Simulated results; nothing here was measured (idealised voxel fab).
process module | voxel wiring stack
cross-section cut | 250 nm wide | cells 5 nm
A cross-section is a grid of square cells, given in bands from the top down. A band is one or more rows of cells.
Each band's line starts with the height of the band's top and of its bottom, in nm. Then come its materials from left to right, each with its width in nm. One material with "throughout" fills the band from edge to edge. "air" is empty space.
Height 0 is the level under which the wafer as received is all one material. The lowest band goes on downwards, as in "0 down".
A width such as "30 to 40" changes by the same amount from each row of cells to the next, from the band's top row to its bottom row.
"no change" after a step means that no cell of the cross-section changed.
closed voids: empty space of 8 cells or more with no open way to the top, each as width x height at its distance from the left edge, in nm
after a step's settings: what the simulator itself notes on the step
overlay nm, on a step with a mask: how far to the right of its planned place the mask lay; to the left if negative
Each pair below shows a cross-section before one step and the cross-section after it, down to the lowest band that changed. The line under each pair gives the step between them, with its settings. The pairs can come from different runs of this module on the same starting wafer, so a pair continues from the pair above only where its "before" says so.
before
  105 to 85: lowk 35 | air 25 | lowk 25 | air 25 | lowk 25 | air 25 | lowk 25 | air 25 | lowk 40
  85 to 70: lowk 35 | air 15 | lowk 85 | air 15 | lowk 100
  70 to 65: SiCN throughout
  65 to 55: lowk 35 | TiN 5 | Ru 5 | TiN 5 | lowk 85 | TiN 5 | Ru 5 | TiN 5 | lowk 100
  55 to 50: lowk 35 | TiN 15 | lowk 85 | TiN 15 | lowk 100
  50 to 40: lowk throughout
  40 to 35: SiCN throughout
  35 to 15: lowk 35 | TiN 5 | Cu 15 | TiN 5 | lowk 25 | TiN 5 | Cu 15 | TiN 5 | lowk 25 | TiN 5 | Cu 15 | TiN 5 | lowk 25 | TiN 5 | Cu 15 | TiN 5 | lowk 40
  15 to 10: SiN 35 | TiN 25 | SiN 25 | TiN 25 | SiN 25 | TiN 25 | SiN 25 | TiN 25 | SiN 40
  10 to 0: SiO2 throughout
  0 down: Si throughout
  closed voids: none
after
  105 to 85: lowk 35 | air 25 | lowk 25 | air 25 | lowk 25 | air 25 | lowk 25 | air 25 | lowk 40
  85 to 70: lowk 35 | air 15 | lowk 85 | air 15 | lowk 100
  70 to 65: SiCN 35 | air 15 | SiCN 85 | air 15 | SiCN 100
  below 65: unchanged
  closed voids: none
the step between: op MASKED_ETCH | tone open | mask id METAL_3_HOLES | width nm 15 | pitch nm 100 | etch materials SiCN | depth nm 5 | overlay nm 0
before: the cross-section after the pair above
after
  110 to 105: TiN 40 | air 15 | TiN 35 | air 15 | TiN 35 | air 15 | TiN 35 | air 15 | TiN 45
  105 to 90: lowk 35 | TiN 5 | air 15 | TiN 5 | lowk 25 | TiN 5 | air 15 | TiN 5 | lowk 25 | TiN 5 | air 15 | TiN 5 | lowk 25 | TiN 5 | air 15 | TiN 5 | lowk 40
  90 to 85: lowk 35 | TiN 5 | air 5 | TiN 15 | lowk 25 | TiN 25 | lowk 25 | TiN 5 | air 5 | TiN 15 | lowk 25 | TiN 25 | lowk 40
  85 to 70: lowk 35 | TiN 5 | air 5 | TiN 5 | lowk 85 | TiN 5 | air 5 | TiN 5 | lowk 100
  70 to 65: SiCN 35 | TiN 15 | SiCN 85 | TiN 15 | SiCN 100
  below 65: unchanged
  closed voids: none
the step between: op CONFORMAL_DEP | material TiN | thk nm 5
before: the cross-section after the pair above
after
  120 to 110: Cu throughout
  110 to 105: TiN 40 | Cu 15 | TiN 35 | Cu 15 | TiN 35 | Cu 15 | TiN 35 | Cu 15 | TiN 45
  105 to 90: lowk 35 | TiN 5 | Cu 15 | TiN 5 | lowk 25 | TiN 5 | Cu 15 | TiN 5 | lowk 25 | TiN 5 | Cu 15 | TiN 5 | lowk 25 | TiN 5 | Cu 15 | TiN 5 | lowk 40
  90 to 85: lowk 35 | TiN 5 | Cu 5 | TiN 15 | lowk 25 | TiN 25 | lowk 25 | TiN 5 | Cu 5 | TiN 15 | lowk 25 | TiN 25 | lowk 40
  85 to 70: lowk 35 | TiN 5 | Cu 5 | TiN 5 | lowk 85 | TiN 5 | Cu 5 | TiN 5 | lowk 100
  below 70: unchanged
  closed voids: none
the step between: op FILL_DEP | material Cu | thk nm 10
before: the cross-section after the pair above
after
  105 to 90: lowk 35 | TiN 5 | Cu 15 | TiN 5 | lowk 25 | TiN 5 | Cu 15 | TiN 5 | lowk 25 | TiN 5 | Cu 15 | TiN 5 | lowk 25 | TiN 5 | Cu 15 | TiN 5 | lowk 40
  below 90: unchanged
  closed voids: none
the step between: op CMP | height nm 105
before: the cross-section after the pair above
after
  110 to 105: SiCN throughout
  below 105: unchanged
  closed voids: none
the step between: op CONFORMAL_DEP | material SiCN | thk nm 5
before: the cross-section after the pair above
after
  145 to 110: SiO2 throughout
  below 110: unchanged
  closed voids: none
the step between: op DIRECTIONAL_DEP | material SiO2 | thk nm 35
before: the cross-section after the pair above
after
  165 to 145: resist 35 | air 25 | resist 25 | air 25 | resist 25 | air 25 | resist 25 | air 25 | resist 40
  below 145: unchanged
  closed voids: none
the step between: op PATTERN | tone open | mask id METAL_4 | material resist | width nm 25 | pitch nm 50 | thk nm 20 | overlay nm 0
before: the cross-section after the pair above
after
  165 to 145: resist 35 | air 25 | resist 25 | air 25 | resist 25 | air 25 | resist 25 | air 25 | resist 40
  145 to 125: SiO2 35 | air 25 | SiO2 25 | air 25 | SiO2 25 | air 25 | SiO2 25 | air 25 | SiO2 40
  below 125: unchanged
  closed voids: none
the step between: op DIRECTIONAL_ETCH | etch materials SiO2 | depth nm 20
before: the cross-section after the pair above
after
  145 to 125: SiO2 35 | air 25 | SiO2 25 | air 25 | SiO2 25 | air 25 | SiO2 25 | air 25 | SiO2 40
  below 125: unchanged
  closed voids: none
the step between: op STRIP | etch materials resist
before: the cross-section after the pair above
after
  145 to 125: SiO2 35 | air 25 | SiO2 25 | air 25 | SiO2 25 | air 25 | SiO2 25 | air 25 | SiO2 40
  125 to 110: SiO2 35 | air 15 | SiO2 35 | air 15 | SiO2 35 | air 15 | SiO2 35 | air 15 | SiO2 50
  below 110: unchanged
  closed voids: none
the step between: op MASKED_ETCH | tone open | mask id METAL_4_HOLES | width nm 15 | pitch nm 50 | etch materials SiO2 | depth nm 15 | overlay nm 0
before: the cross-section after the pair above
after
  145 to 125: SiO2 35 | air 25 | SiO2 25 | air 25 | SiO2 25 | air 25 | SiO2 25 | air 25 | SiO2 40
  125 to 110: SiO2 35 | air 15 | SiO2 35 | air 15 | SiO2 35 | air 15 | SiO2 35 | air 15 | SiO2 50
  110 to 105: SiCN 35 | air 15 | SiCN 35 | air 15 | SiCN 35 | air 15 | SiCN 35 | air 15 | SiCN 50
  below 105: unchanged
  closed voids: none
the step between: op MASKED_ETCH | tone open | mask id METAL_4_HOLES | width nm 15 | pitch nm 50 | etch materials SiCN | depth nm 5 | overlay nm 0
before: the cross-section after the pair above
after
  150 to 145: TiN 40 | air 15 | TiN 35 | air 15 | TiN 35 | air 15 | TiN 35 | air 15 | TiN 45
  145 to 130: SiO2 35 | TiN 5 | air 15 | TiN 5 | SiO2 25 | TiN 5 | air 15 | TiN 5 | SiO2 25 | TiN 5 | air 15 | TiN 5 | SiO2 25 | TiN 5 | air 15 | TiN 5 | SiO2 40
  130 to 125: SiO2 35 | TiN 5 | air 5 | TiN 15 | SiO2 25 | TiN 5 | air 5 | TiN 15 | SiO2 25 | TiN 5 | air 5 | TiN 15 | SiO2 25 | TiN 5 | air 5 | TiN 15 | SiO2 40
  125 to 110: SiO2 35 | TiN 5 | air 5 | TiN 5 | SiO2 35 | TiN 5 | air 5 | TiN 5 | SiO2 35 | TiN 5 | air 5 | TiN 5 | SiO2 35 | TiN 5 | air 5 | TiN 5 | SiO2 50
  110 to 105: SiCN 35 | TiN 15 | SiCN 35 | TiN 15 | SiCN 35 | TiN 15 | SiCN 35 | TiN 15 | SiCN 50
  below 105: unchanged
  closed voids: none
the step between: op CONFORMAL_DEP | material TiN | thk nm 5
before: the cross-section after the pair above
after
  160 to 150: Cu throughout
  150 to 145: TiN 40 | Cu 15 | TiN 35 | Cu 15 | TiN 35 | Cu 15 | TiN 35 | Cu 15 | TiN 45
  145 to 130: SiO2 35 | TiN 5 | Cu 15 | TiN 5 | SiO2 25 | TiN 5 | Cu 15 | TiN 5 | SiO2 25 | TiN 5 | Cu 15 | TiN 5 | SiO2 25 | TiN 5 | Cu 15 | TiN 5 | SiO2 40
  130 to 125: SiO2 35 | TiN 5 | Cu 5 | TiN 15 | SiO2 25 | TiN 5 | Cu 5 | TiN 15 | SiO2 25 | TiN 5 | Cu 5 | TiN 15 | SiO2 25 | TiN 5 | Cu 5 | TiN 15 | SiO2 40
  125 to 110: SiO2 35 | TiN 5 | Cu 5 | TiN 5 | SiO2 35 | TiN 5 | Cu 5 | TiN 5 | SiO2 35 | TiN 5 | Cu 5 | TiN 5 | SiO2 35 | TiN 5 | Cu 5 | TiN 5 | SiO2 50
  below 110: unchanged
  closed voids: none
the step between: op FILL_DEP | material Cu | thk nm 10
before: the cross-section after the pair above
after
  145 to 130: SiO2 35 | TiN 5 | Cu 15 | TiN 5 | SiO2 25 | TiN 5 | Cu 15 | TiN 5 | SiO2 25 | TiN 5 | Cu 15 | TiN 5 | SiO2 25 | TiN 5 | Cu 15 | TiN 5 | SiO2 40
  below 130: unchanged
  closed voids: none
the step between: op CMP | height nm 145
before: the cross-section after the pair above
after
  150 to 145: SiCN throughout
  below 145: unchanged
  closed voids: none
the step between: op CONFORMAL_DEP | material SiCN | thk nm 5
before
  65 to 55: lowk 35 | TiN 5 | Ru 15 | TiN 5 | lowk 25 | TiN 5 | Ru 15 | TiN 5 | lowk 25 | TiN 5 | Ru 15 | TiN 5 | lowk 25 | TiN 5 | Ru 15 | TiN 5 | lowk 40
  55 to 50: lowk 35 | TiN 5 | Ru 5 | TiN 15 | lowk 25 | TiN 25 | lowk 25 | TiN 5 | Ru 5 | TiN 15 | lowk 25 | TiN 25 | lowk 40
  50 to 40: lowk 35 | TiN 5 | Ru 5 | TiN 5 | lowk 85 | TiN 5 | Ru 5 | TiN 5 | lowk 100
  40 to 35: SiCN 35 | TiN 15 | SiCN 85 | TiN 15 | SiCN 100
  35 to 15: lowk 35 | TiN 5 | Cu 15 | TiN 5 | lowk 25 | TiN 5 | Cu 15 | TiN 5 | lowk 25 | TiN 5 | Cu 15 | TiN 5 | lowk 25 | TiN 5 | Cu 15 | TiN 5 | lowk 40
  15 to 10: SiN 35 | TiN 25 | SiN 25 | TiN 25 | SiN 25 | TiN 25 | SiN 25 | TiN 25 | SiN 40
  10 to 0: SiO2 throughout
  0 down: Si throughout
  closed voids: none
after
  100 to 65: lowk throughout
  below 65: unchanged
  closed voids: none
the step between: op DIRECTIONAL_DEP | material lowk | thk nm 35
before: the cross-section after the pair above
after
  105 to 100: SiCN throughout
  below 100: unchanged
  closed voids: none
the step between: op CONFORMAL_DEP | material SiCN | thk nm 5
before: the cross-section after the pair above
after
  120 to 105: aC throughout
  below 105: unchanged
  closed voids: none
the step between: op DIRECTIONAL_DEP | material aC | thk nm 15
before: the cross-section after the pair above
after
  150 to 120: resist 35 | air 25 | resist 25 | air 25 | resist 25 | air 25 | resist 25 | air 25 | resist 40
  below 120: unchanged
  closed voids: none
the step between: op PATTERN | tone open | mask id METAL_3 | material resist | width nm 25 | pitch nm 50 | thk nm 30 | overlay nm 0
before: the cross-section after the pair above
after
  135 to 120: resist 35 | air 25 | resist 25 | air 25 | resist 25 | air 25 | resist 25 | air 25 | resist 40
  120 to 105: aC 35 | air 25 | aC 25 | air 25 | aC 25 | air 25 | aC 25 | air 25 | aC 40
  below 105: unchanged
  closed voids: none
the step between: op DIRECTIONAL_ETCH | etch materials aC | depth nm 15
before: the cross-section after the pair above
after
  120 to 105: aC 35 | air 25 | aC 25 | air 25 | aC 25 | air 25 | aC 25 | air 25 | aC 40
  below 105: unchanged
  closed voids: none
the step between: op STRIP | etch materials resist
before: the cross-section after the pair above
after
  105 to 100: SiCN throughout
  below 100: unchanged
  closed voids: none
the step between: op STRIP | etch materials aC
before: the cross-section after the pair above
after
  105 to 100: SiCN 35 | air 15 | SiCN 85 | air 15 | SiCN 100
  below 100: unchanged
  closed voids: none
the step between: op MASKED_ETCH | tone open | mask id METAL_3_HOLES | width nm 15 | pitch nm 100 | etch materials SiCN | depth nm 5 | overlay nm 0
before: the cross-section after the pair above
after
  110 to 105: TiN 40 | air 5 | TiN 95 | air 5 | TiN 105
  105 to 100: SiCN 35 | TiN 15 | SiCN 85 | TiN 15 | SiCN 100
  below 100: unchanged
  closed voids: none
the step between: op CONFORMAL_DEP | material TiN | thk nm 5
before: the cross-section after the pair above
after
  120 to 110: Cu throughout
  110 to 105: TiN 40 | Cu 5 | TiN 95 | Cu 5 | TiN 105
  below 105: unchanged
  closed voids: none
the step between: op FILL_DEP | material Cu | thk nm 10
before: the cross-section after the pair above
after
  105 to 100: SiCN 35 | TiN 15 | SiCN 85 | TiN 15 | SiCN 100
  below 100: unchanged
  closed voids: none
the step between: op CMP | height nm 105
before: the cross-section after the pair above
after
  110 to 105: SiCN throughout
  below 105: unchanged
  closed voids: none
the step between: op CONFORMAL_DEP | material SiCN | thk nm 5
before: the cross-section after the pair above
after
  145 to 110: SiO2 throughout
  below 110: unchanged
  closed voids: none
the step between: op DIRECTIONAL_DEP | material SiO2 | thk nm 35
before: the cross-section after the pair above
after
  165 to 145: resist 35 | air 25 | resist 25 | air 25 | resist 25 | air 25 | resist 25 | air 25 | resist 40
  below 145: unchanged
  closed voids: none
the step between: op PATTERN | tone open | mask id METAL_4 | material resist | width nm 25 | pitch nm 50 | thk nm 20 | overlay nm 0
before: the cross-section after the pair above
after
  165 to 145: resist 35 | air 25 | resist 25 | air 25 | resist 25 | air 25 | resist 25 | air 25 | resist 40
  145 to 125: SiO2 35 | air 25 | SiO2 25 | air 25 | SiO2 25 | air 25 | SiO2 25 | air 25 | SiO2 40
  below 125: unchanged
  closed voids: none
the step between: op DIRECTIONAL_ETCH | etch materials SiO2 | depth nm 20
before: the cross-section after the pair above
after
  145 to 125: SiO2 35 | air 25 | SiO2 25 | air 25 | SiO2 25 | air 25 | SiO2 25 | air 25 | SiO2 40
  below 125: unchanged
  closed voids: none
the step between: op STRIP | etch materials resist
before: the cross-section after the pair above
after
  145 to 125: SiO2 35 | air 25 | SiO2 25 | air 25 | SiO2 25 | air 25 | SiO2 25 | air 25 | SiO2 40
  125 to 110: SiO2 35 | air 15 | SiO2 35 | air 15 | SiO2 35 | air 15 | SiO2 35 | air 15 | SiO2 50
  below 110: unchanged
  closed voids: none
the step between: op MASKED_ETCH | tone open | mask id METAL_4_HOLES | width nm 15 | pitch nm 50 | etch materials SiO2 | depth nm 15 | overlay nm 0
before: the cross-section after the pair above
after
  145 to 125: SiO2 35 | air 25 | SiO2 25 | air 25 | SiO2 25 | air 25 | SiO2 25 | air 25 | SiO2 40
  125 to 110: SiO2 35 | air 15 | SiO2 35 | air 15 | SiO2 35 | air 15 | SiO2 35 | air 15 | SiO2 50
  110 to 105: SiCN 35 | air 15 | SiCN 35 | air 15 | SiCN 35 | air 15 | SiCN 35 | air 15 | SiCN 50
  below 105: unchanged
  closed voids: none
the step between: op MASKED_ETCH | tone open | mask id METAL_4_HOLES | width nm 15 | pitch nm 50 | etch materials SiCN | depth nm 5 | overlay nm 0
before: the cross-section after the pair above
after
  150 to 145: TiN 40 | air 15 | TiN 35 | air 15 | TiN 35 | air 15 | TiN 35 | air 15 | TiN 45
  145 to 130: SiO2 35 | TiN 5 | air 15 | TiN 5 | SiO2 25 | TiN 5 | air 15 | TiN 5 | SiO2 25 | TiN 5 | air 15 | TiN 5 | SiO2 25 | TiN 5 | air 15 | TiN 5 | SiO2 40
  130 to 125: SiO2 35 | TiN 5 | air 5 | TiN 15 | SiO2 25 | TiN 5 | air 5 | TiN 15 | SiO2 25 | TiN 5 | air 5 | TiN 15 | SiO2 25 | TiN 5 | air 5 | TiN 15 | SiO2 40
  125 to 110: SiO2 35 | TiN 5 | air 5 | TiN 5 | SiO2 35 | TiN 5 | air 5 | TiN 5 | SiO2 35 | TiN 5 | air 5 | TiN 5 | SiO2 35 | TiN 5 | air 5 | TiN 5 | SiO2 50
  110 to 105: SiCN 35 | TiN 15 | SiCN 35 | TiN 15 | SiCN 35 | TiN 15 | SiCN 35 | TiN 15 | SiCN 50
  below 105: unchanged
  closed voids: none
the step between: op CONFORMAL_DEP | material TiN | thk nm 5
before: the cross-section after the pair above
after
  160 to 150: Cu throughout
  150 to 145: TiN 40 | Cu 15 | TiN 35 | Cu 15 | TiN 35 | Cu 15 | TiN 35 | Cu 15 | TiN 45
  145 to 130: SiO2 35 | TiN 5 | Cu 15 | TiN 5 | SiO2 25 | TiN 5 | Cu 15 | TiN 5 | SiO2 25 | TiN 5 | Cu 15 | TiN 5 | SiO2 25 | TiN 5 | Cu 15 | TiN 5 | SiO2 40
  130 to 125: SiO2 35 | TiN 5 | Cu 5 | TiN 15 | SiO2 25 | TiN 5 | Cu 5 | TiN 15 | SiO2 25 | TiN 5 | Cu 5 | TiN 15 | SiO2 25 | TiN 5 | Cu 5 | TiN 15 | SiO2 40
  125 to 110: SiO2 35 | TiN 5 | Cu 5 | TiN 5 | SiO2 35 | TiN 5 | Cu 5 | TiN 5 | SiO2 35 | TiN 5 | Cu 5 | TiN 5 | SiO2 35 | TiN 5 | Cu 5 | TiN 5 | SiO2 50
  below 110: unchanged
  closed voids: none
the step between: op FILL_DEP | material Cu | thk nm 10
before: the cross-section after the pair above
after
  145 to 130: SiO2 35 | TiN 5 | Cu 15 | TiN 5 | SiO2 25 | TiN 5 | Cu 15 | TiN 5 | SiO2 25 | TiN 5 | Cu 15 | TiN 5 | SiO2 25 | TiN 5 | Cu 15 | TiN 5 | SiO2 40
  below 130: unchanged
  closed voids: none
the step between: op CMP | height nm 145
before: the cross-section after the pair above
after
  150 to 145: SiCN throughout
  below 145: unchanged
  closed voids: none
the step between: op CONFORMAL_DEP | material SiCN | thk nm 5
before
  110 to 105: SiCN throughout
  105 to 90: lowk 35 | TiN 5 | Cu 15 | TiN 5 | lowk 25 | TiN 5 | Cu 15 | TiN 5 | lowk 25 | TiN 5 | Cu 15 | TiN 5 | lowk 25 | TiN 5 | Cu 15 | TiN 5 | lowk 40
  90 to 85: lowk 35 | TiN 5 | Cu 5 | TiN 15 | lowk 25 | TiN 25 | lowk 25 | TiN 5 | Cu 5 | TiN 15 | lowk 25 | TiN 25 | lowk 40
  85 to 70: lowk 35 | TiN 5 | Cu 5 | TiN 5 | lowk 85 | TiN 5 | Cu 5 | TiN 5 | lowk 100
  70 to 65: SiCN 35 | TiN 15 | SiCN 85 | TiN 15 | SiCN 100
  65 to 55: lowk 35 | TiN 5 | Ru 15 | TiN 5 | lowk 25 | TiN 5 | Ru 15 | TiN 5 | lowk 25 | TiN 5 | Ru 15 | TiN 5 | lowk 25 | TiN 5 | Ru 15 | TiN 5 | lowk 40
  55 to 50: lowk 35 | TiN 5 | Ru 5 | TiN 15 | lowk 25 | TiN 25 | lowk 25 | TiN 5 | Ru 5 | TiN 15 | lowk 25 | TiN 25 | lowk 40
  50 to 40: lowk 35 | TiN 5 | Ru 5 | TiN 5 | lowk 85 | TiN 5 | Ru 5 | TiN 5 | lowk 100
  40 to 35: SiCN 35 | TiN 15 | SiCN 85 | TiN 15 | SiCN 100
  35 to 15: lowk 35 | TiN 5 | Cu 15 | TiN 5 | lowk 25 | TiN 5 | Cu 15 | TiN 5 | lowk 25 | TiN 5 | Cu 15 | TiN 5 | lowk 25 | TiN 5 | Cu 15 | TiN 5 | lowk 40
  15 to 10: SiN 35 | TiN 25 | SiN 25 | TiN 25 | SiN 25 | TiN 25 | SiN 25 | TiN 25 | SiN 40
  10 to 0: SiO2 throughout
  0 down: Si throughout
  closed voids: none
after
  135 to 110: SiO2 throughout
  below 110: unchanged
  closed voids: none
the step between: op DIRECTIONAL_DEP | material SiO2 | thk nm 25
before: the cross-section after the pair above
after
  155 to 135: resist 35 | air 25 | resist 25 | air 25 | resist 25 | air 25 | resist 25 | air 25 | resist 40
  below 135: unchanged
  closed voids: none
the step between: op PATTERN | tone open | mask id METAL_4 | material resist | width nm 25 | pitch nm 50 | thk nm 20 | overlay nm 0
before: the cross-section after the pair above
after
  155 to 135: resist 35 | air 25 | resist 25 | air 25 | resist 25 | air 25 | resist 25 | air 25 | resist 40
  135 to 115: SiO2 35 | air 25 | SiO2 25 | air 25 | SiO2 25 | air 25 | SiO2 25 | air 25 | SiO2 40
  below 115: unchanged
  closed voids: none
the step between: op DIRECTIONAL_ETCH | etch materials SiO2 | depth nm 20
before: the cross-section after the pair above
after
  135 to 115: SiO2 35 | air 25 | SiO2 25 | air 25 | SiO2 25 | air 25 | SiO2 25 | air 25 | SiO2 40
  below 115: unchanged
  closed voids: none
the step between: op STRIP | etch materials resist
before: the cross-section after the pair above
after
  135 to 115: SiO2 35 | air 25 | SiO2 25 | air 25 | SiO2 25 | air 25 | SiO2 25 | air 25 | SiO2 40
  115 to 110: SiO2 35 | air 15 | SiO2 35 | air 15 | SiO2 35 | air 15 | SiO2 35 | air 15 | SiO2 50
  below 110: unchanged
  closed voids: none
the step between: op MASKED_ETCH | tone open | mask id METAL_4_HOLES | width nm 15 | pitch nm 50 | etch materials SiO2 | depth nm 15 | overlay nm 0
before: the cross-section after the pair above
after
  135 to 115: SiO2 35 | air 25 | SiO2 25 | air 25 | SiO2 25 | air 25 | SiO2 25 | air 25 | SiO2 40
  115 to 110: SiO2 35 | air 15 | SiO2 35 | air 15 | SiO2 35 | air 15 | SiO2 35 | air 15 | SiO2 50
  110 to 105: SiCN 35 | air 15 | SiCN 35 | air 15 | SiCN 35 | air 15 | SiCN 35 | air 15 | SiCN 50
  below 105: unchanged
  closed voids: none
the step between: op MASKED_ETCH | tone open | mask id METAL_4_HOLES | width nm 15 | pitch nm 50 | etch materials SiCN | depth nm 5 | overlay nm 0
before: the cross-section after the pair above
after
  140 to 135: TiN 40 | air 15 | TiN 35 | air 15 | TiN 35 | air 15 | TiN 35 | air 15 | TiN 45
  135 to 120: SiO2 35 | TiN 5 | air 15 | TiN 5 | SiO2 25 | TiN 5 | air 15 | TiN 5 | SiO2 25 | TiN 5 | air 15 | TiN 5 | SiO2 25 | TiN 5 | air 15 | TiN 5 | SiO2 40
  120 to 110: SiO2 35 | TiN 5 | air 5 | TiN 15 to 5 | SiO2 25 to 35 | TiN 5 | air 5 | TiN 15 to 5 | SiO2 25 to 35 | TiN 5 | air 5 | TiN 15 to 5 | SiO2 25 to 35 | TiN 5 | air 5 | TiN 15 to 5 | SiO2 40 to 50
  110 to 105: SiCN 35 | TiN 15 | SiCN 35 | TiN 15 | SiCN 35 | TiN 15 | SiCN 35 | TiN 15 | SiCN 50
  below 105: unchanged
  closed voids: none
the step between: op CONFORMAL_DEP | material TiN | thk nm 5
before: the cross-section after the pair above
after
  150 to 140: Cu throughout
  140 to 135: TiN 40 | Cu 15 | TiN 35 | Cu 15 | TiN 35 | Cu 15 | TiN 35 | Cu 15 | TiN 45
  135 to 120: SiO2 35 | TiN 5 | Cu 15 | TiN 5 | SiO2 25 | TiN 5 | Cu 15 | TiN 5 | SiO2 25 | TiN 5 | Cu 15 | TiN 5 | SiO2 25 | TiN 5 | Cu 15 | TiN 5 | SiO2 40
  120 to 110: SiO2 35 | TiN 5 | Cu 5 | TiN 15 to 5 | SiO2 25 to 35 | TiN 5 | Cu 5 | TiN 15 to 5 | SiO2 25 to 35 | TiN 5 | Cu 5 | TiN 15 to 5 | SiO2 25 to 35 | TiN 5 | Cu 5 | TiN 15 to 5 | SiO2 40 to 50
  below 110: unchanged
  closed voids: none
the step between: op FILL_DEP | material Cu | thk nm 10
before: the cross-section after the pair above
after
  145 to 140: Cu throughout
  below 140: unchanged
  closed voids: none
the step between: op CMP | height nm 145
before: the cross-section after the pair above
after
  150 to 145: SiCN throughout
  below 145: unchanged
  closed voids: none
the step between: op CONFORMAL_DEP | material SiCN | thk nm 5
before
  50 to 35: aC throughout
  35 to 15: lowk throughout
  15 to 10: SiN throughout
  10 to 0: SiO2 throughout
  0 down: Si throughout
  closed voids: none
after
  80 to 50: resist 40 | air 20 | resist 30 | air 20 | resist 30 | air 20 | resist 30 | air 20 | resist 40
  below 50: unchanged
  closed voids: none
the step between: op PATTERN | tone open | mask id METAL_1 | material resist | width nm 20 | pitch nm 50 | thk nm 30 | overlay nm 0
before: the cross-section after the pair above
after
  65 to 50: resist 40 | air 20 | resist 30 | air 20 | resist 30 | air 20 | resist 30 | air 20 | resist 40
  50 to 35: aC 40 | air 20 | aC 30 | air 20 | aC 30 | air 20 | aC 30 | air 20 | aC 40
  below 35: unchanged
  closed voids: none
the step between: op DIRECTIONAL_ETCH | etch materials aC | depth nm 15
before: the cross-section after the pair above
after
  50 to 35: aC 40 | air 20 | aC 30 | air 20 | aC 30 | air 20 | aC 30 | air 20 | aC 40
  below 35: unchanged
  closed voids: none
the step between: op STRIP | etch materials resist
before: the cross-section after the pair above
after
  50 to 35: aC 40 | air 20 | aC 30 | air 20 | aC 30 | air 20 | aC 30 | air 20 | aC 40
  35 to 15: lowk 40 | air 20 | lowk 30 | air 20 | lowk 30 | air 20 | lowk 30 | air 20 | lowk 40
  below 15: unchanged
  closed voids: none
the step between: op DIRECTIONAL_ETCH | etch materials lowk | depth nm 20
before: the cross-section after the pair above
after
  50 to 35: aC 40 | air 20 | aC 30 | air 20 | aC 30 | air 20 | aC 30 | air 20 | aC 40
  35 to 15: lowk 40 | air 20 | lowk 30 | air 20 | lowk 30 | air 20 | lowk 30 | air 20 | lowk 40
  15 to 10: SiN 40 | air 20 | SiN 30 | air 20 | SiN 30 | air 20 | SiN 30 | air 20 | SiN 40
  below 10: unchanged
  closed voids: none
the step between: op DIRECTIONAL_ETCH | etch materials SiN | depth nm 5
before: the cross-section after the pair above
after
  35 to 15: lowk 40 | air 20 | lowk 30 | air 20 | lowk 30 | air 20 | lowk 30 | air 20 | lowk 40
  below 15: unchanged
  closed voids: none
the step between: op STRIP | etch materials aC
before: the cross-section after the pair above
after
  40 to 35: TiN 45 | air 10 | TiN 40 | air 10 | TiN 40 | air 10 | TiN 40 | air 10 | TiN 45
  35 to 15: lowk 40 | TiN 5 | air 10 | TiN 5 | lowk 30 | TiN 5 | air 10 | TiN 5 | lowk 30 | TiN 5 | air 10 | TiN 5 | lowk 30 | TiN 5 | air 10 | TiN 5 | lowk 40
  15 to 10: SiN 40 | TiN 20 | SiN 30 | TiN 20 | SiN 30 | TiN 20 | SiN 30 | TiN 20 | SiN 40
  below 10: unchanged
  closed voids: none
the step between: op CONFORMAL_DEP | material TiN | thk nm 5
before: the cross-section after the pair above
after
  45 to 40: Cu throughout
  40 to 35: TiN 45 | Cu 10 | TiN 40 | Cu 10 | TiN 40 | Cu 10 | TiN 40 | Cu 10 | TiN 45
  35 to 15: lowk 40 | TiN 5 | Cu 10 | TiN 5 | lowk 30 | TiN 5 | Cu 10 | TiN 5 | lowk 30 | TiN 5 | Cu 10 | TiN 5 | lowk 30 | TiN 5 | Cu 10 | TiN 5 | lowk 40
  below 15: unchanged
  closed voids: none
the step between: op FILL_DEP | material Cu | thk nm 5
before: the cross-section after the pair above
after
  35 to 15: lowk 40 | TiN 5 | Cu 10 | TiN 5 | lowk 30 | TiN 5 | Cu 10 | TiN 5 | lowk 30 | TiN 5 | Cu 10 | TiN 5 | lowk 30 | TiN 5 | Cu 10 | TiN 5 | lowk 40
  below 15: unchanged
  closed voids: none
the step between: op CMP | height nm 35
before: the cross-section after the pair above
after
  40 to 35: SiCN throughout
  below 35: unchanged
  closed voids: none
the step between: op CONFORMAL_DEP | material SiCN | thk nm 5
before: the cross-section after the pair above
after
  65 to 40: lowk throughout
  below 40: unchanged
  closed voids: none
the step between: op DIRECTIONAL_DEP | material lowk | thk nm 25
before: the cross-section after the pair above
after
  80 to 65: aC throughout
  below 65: unchanged
  closed voids: none
the step between: op DIRECTIONAL_DEP | material aC | thk nm 15
before: the cross-section after the pair above
after
  115 to 80: resist 35 | air 15 | resist 85 | air 15 | resist 100
  below 80: unchanged
  closed voids: none
the step between: op PATTERN | tone open | mask id METAL_2_HOLES | material resist | width nm 15 | pitch nm 100 | thk nm 35 | overlay nm 0
before: the cross-section after the pair above
after
  100 to 80: resist 35 | air 15 | resist 85 | air 15 | resist 100
  80 to 65: aC 35 | air 15 | aC 85 | air 15 | aC 100
  below 65: unchanged
  closed voids: none
the step between: op DIRECTIONAL_ETCH | etch materials aC | depth nm 15
before: the cross-section after the pair above
after
  80 to 65: aC 35 | air 15 | aC 85 | air 15 | aC 100
  below 65: unchanged
  closed voids: none
the step between: op STRIP | etch materials resist
before: the cross-section after the pair above
after
  80 to 65: aC 35 | air 15 | aC 85 | air 15 | aC 100
  65 to 40: lowk 35 | air 15 | lowk 85 | air 15 | lowk 100
  below 40: unchanged
  closed voids: none
the step between: op DIRECTIONAL_ETCH | etch materials lowk | depth nm 25
before: the cross-section after the pair above
after
  65 to 40: lowk 35 | air 15 | lowk 85 | air 15 | lowk 100
  below 40: unchanged
  closed voids: none
the step between: op STRIP | etch materials aC
before: the cross-section after the pair above
after
  80 to 65: resist 35 | air 25 | resist 25 | air 25 | resist 25 | air 25 | resist 25 | air 25 | resist 40
  below 65: unchanged
  closed voids: none
the step between: op PATTERN | tone open | mask id METAL_2 | material resist | width nm 25 | pitch nm 50 | thk nm 15 | overlay nm 0
before: the cross-section after the pair above
after
  80 to 65: resist 35 | air 25 | resist 25 | air 25 | resist 25 | air 25 | resist 25 | air 25 | resist 40
  65 to 50: lowk 35 | air 25 | lowk 25 | air 25 | lowk 25 | air 25 | lowk 25 | air 25 | lowk 40
  below 50: unchanged
  closed voids: none
the step between: op DIRECTIONAL_ETCH | etch materials lowk | depth nm 15
before: the cross-section after the pair above
after
  80 to 65: resist 35 | air 25 | resist 25 | air 25 | resist 25 | air 25 | resist 25 | air 25 | resist 40
  65 to 50: lowk 35 | air 25 | lowk 25 | air 25 | lowk 25 | air 25 | lowk 25 | air 25 | lowk 40
  50 to 40: lowk 35 | air 15 | lowk 85 | air 15 | lowk 100
  40 to 35: SiCN 35 | air 15 | SiCN 85 | air 15 | SiCN 100
  below 35: unchanged
  closed voids: none
the step between: op DIRECTIONAL_ETCH | etch materials SiCN | depth nm 5
